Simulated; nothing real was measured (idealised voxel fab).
The process module presented herein is designated voxel double patterning.
We display cut, a cross-section 255 nm in width whose square cells are each 5 nm.
Heads up, the way a cross-section reads in here is a grid of square cells, handed over as bands from the top down, with every band being one or more rows of cells.
Band entry format. Leading values: height of top, height of bottom, nm. Remainder: materials in left-to-right order, each with its width in nm. Special words: "all across" on a single material, which then fills the band edge to edge; "blank", empty space.
Height 0 is the level under which the wafer as received is all one material. The lowest band goes on downwards, as in "0 -> down".
You'd read "30->40" like this: the band's top row of cells is as wide as the first number, its bottom row is as wide as the second, and going down, every row changes width by the same amount as the row before did.
Key: "changes: none" - step with no changed cell in the cross-section.
For the entry "Unvented voids", the listed items are empty spaces with no open way to the top whose size is 8 cells or more; each item follows the pattern width x height at distance, where distance is from the left edge and all three are in nm.
The remark found on a step's line after its settings is issued by the simulator itself and pertains to that step.
A step's line can hold "overlay nm"; with a mask on that step, the setting says how far right of the planned place the mask lay, while a negative setting says it lay to the left.
# Here's what the planned process steps look like
1) RECEIVE,material Si
2) CONFORMAL_DEP,material SiN,thk nm 5
3) DIRECTIONAL_DEP,material SiO2,thk nm 10
4) DIRECTIONAL_DEP,material SiCN,thk nm 10
5) MASKED_ETCH,tone open,mask id FIRST,width nm 15,pitch nm 50,etch materials SiCN,depth nm 10,overlay nm 0
6) DIRECTIONAL_DEP,material aC,thk nm 10
7) PATTERN,tone open,mask id SECOND,material resist,width nm 15,pitch nm 50,thk nm 25,overlay nm 0
8) DIRECTIONAL_ETCH,etch materials aC,depth nm 10
9) STRIP,etch materials resist
10) DIRECTIONAL_ETCH,etch materials SiCN,depth nm 10
11) STRIP,etch materials aC
12) DIRECTIONAL_ETCH,etch materials SiO2,depth nm 10
13) STRIP,etch materials SiCN
Quick note for whoever runs this: the wafers start identical, but the thk nm at step 2 isn't the same across them. The plan just shows what the first wafer had.
# Cross-section of the first of several wafers as received (after step 1)
0 -> down  Si all across
Unvented voids: none
# Quick look at the cross-section of the first of several wafers after step 13, which wraps up the module
15 -> 5  70 SiO2 | 15 blank | 10 SiO2 | 15 blank | 10 SiO2 | 15 blank | 10 SiO2 | 15 blank | 10 SiO2 | 15 blank | 70 SiO2
5 -> 0  SiN all across
0 -> down  Si all across
Unvented voids: none
# last wafer at the end
30 -> 20  70 SiO2 | 15 blank | 10 SiO2 | 15 blank | 10 SiO2 | 15 blank | 10 SiO2 | 15 blank | 10 SiO2 | 15 blank | 70 SiO2
20 -> 0  SiN all across
0 -> down  Si all across
Unvented voids: none
# What follows is a table in which each wafer occupies a row; for the wafer as it stands at the close of the module, the row states, material by material, how many cells have been gained (+) or lost (-) since receipt, and then gives its closed voids
thk nm 5, +51 SiN, +72 SiO2, Unvented voids: none
thk nm 10, +102 SiN, +72 SiO2, Unvented voids: none
thk nm 15, +153 SiN, +72 SiO2, Unvented voids: none
thk nm 20, +204 SiN, +72 SiO2, Unvented voids: none
